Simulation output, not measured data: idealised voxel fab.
process module | voxel lift off
cross-section cut | 155 nm wide | cells 5 nm
A cross-section is a grid of square cells, given in bands from the top down. A band is one or more rows of cells.
Each band's line starts with the height of the band's top and of its bottom, in nm. Then come its materials from left to right, each with its width in nm. One material with "throughout" fills the band from edge to edge. "air" is empty space.
Height 0 is the level under which the wafer as received is all one material. The lowest band goes on downwards, as in "0 down".
A width such as "30 to 40" changes by the same amount from each row of cells to the next, from the band's top row to its bottom row.
"no change" after a step means that no cell of the cross-section changed.
closed voids: empty space of 8 cells or more with no open way to the top, each as width x height at its distance from the left edge, in nm
after a step's settings: what the simulator itself notes on the step
overlay nm, on a step with a mask: how far to the right of its planned place the mask lay; to the left if negative
plan
1 op RECEIVE | material Si
2 op CONFORMAL_DEP | material Al2O3 | thk nm 5
3 op PATTERN | tone open | mask id LINES | material resist | width nm 15 | pitch nm 30 | thk nm 25 | overlay nm 0
4 op DIRECTIONAL_DEP | material Ru | thk nm 15
5 op STRIP | etch materials resist
6 op CONFORMAL_DEP | material SiO2 | thk nm 5
first wafer, as planned
as received, after step 1
  0 down: Si throughout
  closed voids: none
after step 2
  5 to 0: Al2O3 throughout
  below 0: unchanged
after step 3
  30 to 5: resist 25 | air 15 | resist 15 | air 15 | resist 15 | air 15 | resist 15 | air 15 | resist 25
  below 5: unchanged
after step 4
  45 to 30: Ru 25 | air 15 | Ru 15 | air 15 | Ru 15 | air 15 | Ru 15 | air 15 | Ru 25
  30 to 20: resist 25 | air 15 | resist 15 | air 15 | resist 15 | air 15 | resist 15 | air 15 | resist 25
  20 to 5: resist 25 | Ru 15 | resist 15 | Ru 15 | resist 15 | Ru 15 | resist 15 | Ru 15 | resist 25
  below 5: unchanged
after step 5
  20 to 5: air 25 | Ru 15 | air 15 | Ru 15 | air 15 | Ru 15 | air 15 | Ru 15 | air 25
  below 5: unchanged
after step 6
  25 to 20: air 20 | SiO2 25 | air 5 | SiO2 25 | air 5 | SiO2 25 | air 5 | SiO2 25 | air 20
  20 to 10: air 20 | SiO2 5 | Ru 15 | SiO2 5 | air 5 | SiO2 5 | Ru 15 | SiO2 5 | air 5 | SiO2 5 | Ru 15 | SiO2 5 | air 5 | SiO2 5 | Ru 15 | SiO2 5 | air 20
  10 to 5: SiO2 25 | Ru 15 | SiO2 15 | Ru 15 | SiO2 15 | Ru 15 | SiO2 15 | Ru 15 | SiO2 25
  below 5: unchanged
second wafer: like start, like plan, one mistake. Through step 3 it matches the first wafer
when step 4 should have ended: no change
when step 5 should have ended
  5 to 0: Al2O3 throughout
  below 0: unchanged
when step 6 should have ended
  10 to 5: SiO2 throughout
  below 5: unchanged
what went wrong: step 4 was left out
at the end the second wafer has, in cells: 36 fewer of Ru | 24 fewer of SiO2
